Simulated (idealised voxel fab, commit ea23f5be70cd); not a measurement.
The following is a process module called voxel transistor to metal.
Cross-sectional view cut (width: 280 nm; square cell size: 5 nm).
Format of a cross-section: grid, square cells. Given as bands. Order: top down. Band: one or more rows of cells. Top height, bottom height, nm. Materials left to right, width each, nm. Single material + "everywhere" = fills band edge to edge. "empty" = empty. Below 0: as-received wafer, all one material; heights counted from there. Lowest band: no bottom, goes on down, written "0 and below". The notation "30..40" denotes a width that varies across the rows of cells in the band, beginning at the first number in the top row, finishing at the second number in the bottom row, and changing by an identical amount from each row to the next. Step marked "same as before"? Then no cell in the cross-section changed in it. Heads up: "Fully enclosed voids" only lists the empty pockets with no open path to the top that are 8 cells or more, and it writes them as width x height at distance, distance from the left edge, in nm. Post-settings text on a step line: simulator's own remark regarding the step. A step line may carry the setting "overlay nm", which, for steps involving a mask, states the distance by which the mask lay to the right of its intended position; negative values denote displacement to the left.

**The process steps that were planned are listed below**
- 1: RECEIVE | material Si
- 2: CONFORMAL_DEP | material SiO2 | thk nm 5
- 3: CONFORMAL_DEP | material SiN | thk nm 15
- 4: DIRECTIONAL_DEP | material aC | thk nm 10
- 5: PATTERN | tone cover | mask id ACTIVE | material resist | width nm 105 | pitch nm 125 | thk nm 25 | overlay nm 0
- 6: DIRECTIONAL_ETCH | etch materials aC | depth nm 10
- 7: STRIP | etch materials resist
- 8: DIRECTIONAL_ETCH | etch materials SiN | depth nm 15
- 9: DIRECTIONAL_ETCH | etch materials SiO2 | depth nm 5
- 10: DIRECTIONAL_ETCH | etch materials Si | depth nm 30
- 11: STRIP | etch materials aC
- 12: FILL_DEP | material SiO2 | thk nm 5
- 13: CMP | height nm 20
- 14: SELECTIVE_ETCH | etch materials SiO2 | depth nm 15
- 15: STRIP | etch materials SiN
- 16: SELECTIVE_ETCH | etch materials SiO2 | depth nm 5
- 17: OXIDIZE | depth nm 5
- 18: DIRECTIONAL_DEP | material polySi | thk nm 30
- 19: DIRECTIONAL_DEP | material SiCN | thk nm 15
- 20: PATTERN | tone cover | mask id GATE | material resist | width nm 25 | pitch nm 125 | thk nm 15 | overlay nm 0
- 21: DIRECTIONAL_ETCH | etch materials SiCN | depth nm 25
- 22: DIRECTIONAL_ETCH | etch materials polySi | depth nm 40
- 23: STRIP | etch materials resist
- 24: CONFORMAL_DEP | material SiO2 | thk nm 5
- 25: DIRECTIONAL_ETCH | etch materials SiO2 | depth nm 5
- 26: CONFORMAL_DEP | material SiN | thk nm 10
- 27: DIRECTIONAL_ETCH | etch materials SiN | depth nm 10
- 28: DIRECTIONAL_ETCH | etch materials SiO2 | depth nm 5
- 29: DIRECTIONAL_ETCH | etch materials Si | depth nm 15
- 30: EPI | material SiGe | thk nm 20
- 31: FILL_DEP | material SiO2 | thk nm 10
- 32: CMP | height nm 45
- 33: DIRECTIONAL_DEP | material SiO2 | thk nm 10
- 34: DIRECTIONAL_DEP | material aC | thk nm 10
- 35: PATTERN | tone open | mask id CONTACT | material resist | width nm 30 | thk nm 25 | overlay nm 0
- 36: DIRECTIONAL_ETCH | etch materials aC | depth nm 10
- 37: STRIP | etch materials resist
- 38: DIRECTIONAL_ETCH | etch materials SiO2 | depth nm 40
- 39: STRIP | etch materials aC
- 40: CONFORMAL_DEP | material TiN | thk nm 5
- 41: FILL_DEP | material W | thk nm 10
- 42: CMP | height nm 55
- 43: DIRECTIONAL_DEP | material TiN | thk nm 5
- 44: DIRECTIONAL_DEP | material Ru | thk nm 20
- 45: DIRECTIONAL_DEP | material aC | thk nm 10
- 46: PATTERN | tone cover | mask id METAL_1 | material resist | width nm 20 | thk nm 25 | overlay nm 0
- 47: DIRECTIONAL_ETCH | etch materials aC | depth nm 10
- 48: STRIP | etch materials resist
- 49: DIRECTIONAL_ETCH | etch materials Ru | depth nm 20
- 50: DIRECTIONAL_ETCH | etch materials TiN | depth nm 5
- 51: STRIP | etch materials aC
- 52: FILL_DEP | material SiO2 | thk nm 5
- 53: CMP | height nm 80
- 54: CONFORMAL_DEP | material SiN | thk nm 5

**Wafer as received: cross-section following step 1**
* 0 and below  Si everywhere
* Fully enclosed voids: none

**Cross-section, first of two wafers, end of module, run as planned**
* 85 down to 80  SiN everywhere
* 80 down to 60  30 SiO2; 20 Ru; 55 SiO2; 20 Ru; 30 SiO2; 20 Ru; 55 SiO2; 20 Ru; 30 SiO2
* 60 down to 55  30 SiO2; 20 TiN; 55 SiO2; 20 TiN; 30 SiO2; 20 TiN; 55 SiO2; 20 TiN; 30 SiO2
* 55 down to 45  30 SiO2; 5 TiN; 20..10 W; 5..15 TiN; 35 SiO2; 5..15 TiN; 20..10 W; 5 TiN; 30 SiO2; 5 TiN; 20..10 W; 5..15 TiN; 35 SiO2; 5..15 TiN; 20..10 W; 5 TiN; 30 SiO2
* 45 down to 30  30 SiO2; 5 TiN; 10 W; 5 TiN; 10 SiN; 5 SiO2; 25 SiCN; 5 SiO2; 10 SiN; 5 TiN; 10 W; 5 TiN; 30 SiO2; 5 TiN; 10 W; 5 TiN; 10 SiN; 5 SiO2; 25 SiCN; 5 SiO2; 10 SiN; 5 TiN; 10 W; 5 TiN; 30 SiO2
* 30 down to 20  30 SiO2; 5 TiN; 10 W; 5 TiN; 10 SiN; 5 SiO2; 25 polySi; 5 SiO2; 10 SiN; 5 TiN; 10 W; 5 TiN; 30 SiO2; 5 TiN; 10 W; 5 TiN; 10 SiN; 5 SiO2; 25 polySi; 5 SiO2; 10 SiN; 5 TiN; 10 W; 5 TiN; 30 SiO2
* 20 down to 15  30 SiO2; 20 TiN; 10 SiN; 5 SiO2; 25 polySi; 5 SiO2; 10 SiN; 20 TiN; 30 SiO2; 20 TiN; 10 SiN; 5 SiO2; 25 polySi; 5 SiO2; 10 SiN; 20 TiN; 30 SiO2
* 15 down to 0  30 SiO2; 20 SiGe; 10 SiN; 5 SiO2; 25 polySi; 5 SiO2; 10 SiN; 20 SiGe; 30 SiO2; 20 SiGe; 10 SiN; 5 SiO2; 25 polySi; 5 SiO2; 10 SiN; 20 SiGe; 30 SiO2
* 0 down to -5  20 SiO2; 30 SiGe; 55 SiO2; 30 SiGe; 10 SiO2; 30 SiGe; 55 SiO2; 30 SiGe; 20 SiO2
* -5 down to -20  25 SiO2; 25 SiGe; 55 Si; 25 SiGe; 20 SiO2; 25 SiGe; 55 Si; 25 SiGe; 25 SiO2
* -20 down to -30  25 SiO2; 105 Si; 20 SiO2; 105 Si; 25 SiO2
* -30 and below  Si everywhere
* Fully enclosed voids: none

**Module end: cross-section of wafer two of two. Same start and process plan as the first wafer. One mistake during execution**
* 85 down to 80  SiN everywhere
* 80 down to 60  30 SiO2; 20 Ru; 55 SiO2; 20 Ru; 30 SiO2; 20 Ru; 55 SiO2; 20 Ru; 30 SiO2
* 60 down to 55  W everywhere
* 55 down to 45  30 SiO2; 5 TiN; 20..10 W; 5..15 TiN; 35 SiO2; 5..15 TiN; 20..10 W; 5 TiN; 30 SiO2; 5 TiN; 20..10 W; 5..15 TiN; 35 SiO2; 5..15 TiN; 20..10 W; 5 TiN; 30 SiO2
* 45 down to 30  30 SiO2; 5 TiN; 10 W; 5 TiN; 10 SiN; 5 SiO2; 25 SiCN; 5 SiO2; 10 SiN; 5 TiN; 10 W; 5 TiN; 30 SiO2; 5 TiN; 10 W; 5 TiN; 10 SiN; 5 SiO2; 25 SiCN; 5 SiO2; 10 SiN; 5 TiN; 10 W; 5 TiN; 30 SiO2
* 30 down to 20  30 SiO2; 5 TiN; 10 W; 5 TiN; 10 SiN; 5 SiO2; 25 polySi; 5 SiO2; 10 SiN; 5 TiN; 10 W; 5 TiN; 30 SiO2; 5 TiN; 10 W; 5 TiN; 10 SiN; 5 SiO2; 25 polySi; 5 SiO2; 10 SiN; 5 TiN; 10 W; 5 TiN; 30 SiO2
* 20 down to 15  30 SiO2; 20 TiN; 10 SiN; 5 SiO2; 25 polySi; 5 SiO2; 10 SiN; 20 TiN; 30 SiO2; 20 TiN; 10 SiN; 5 SiO2; 25 polySi; 5 SiO2; 10 SiN; 20 TiN; 30 SiO2
* 15 down to 0  30 SiO2; 20 SiGe; 10 SiN; 5 SiO2; 25 polySi; 5 SiO2; 10 SiN; 20 SiGe; 30 SiO2; 20 SiGe; 10 SiN; 5 SiO2; 25 polySi; 5 SiO2; 10 SiN; 20 SiGe; 30 SiO2
* 0 down to -5  20 SiO2; 30 SiGe; 55 SiO2; 30 SiGe; 10 SiO2; 30 SiGe; 55 SiO2; 30 SiGe; 20 SiO2
* -5 down to -20  25 SiO2; 25 SiGe; 55 Si; 25 SiGe; 20 SiO2; 25 SiGe; 55 Si; 25 SiGe; 25 SiO2
* -20 down to -30  25 SiO2; 105 Si; 20 SiO2; 105 Si; 25 SiO2
* -30 and below  Si everywhere
* Fully enclosed voids: none
Where did the run depart from the plan? planned and actual differ for step 43; actual: DIRECTIONAL_DEP | material W | thk nm 5
Bottom line after processing is that, in cells, the second wafer is up or down on some materials versus the first: -40 SiO2; -16 TiN; +56 W
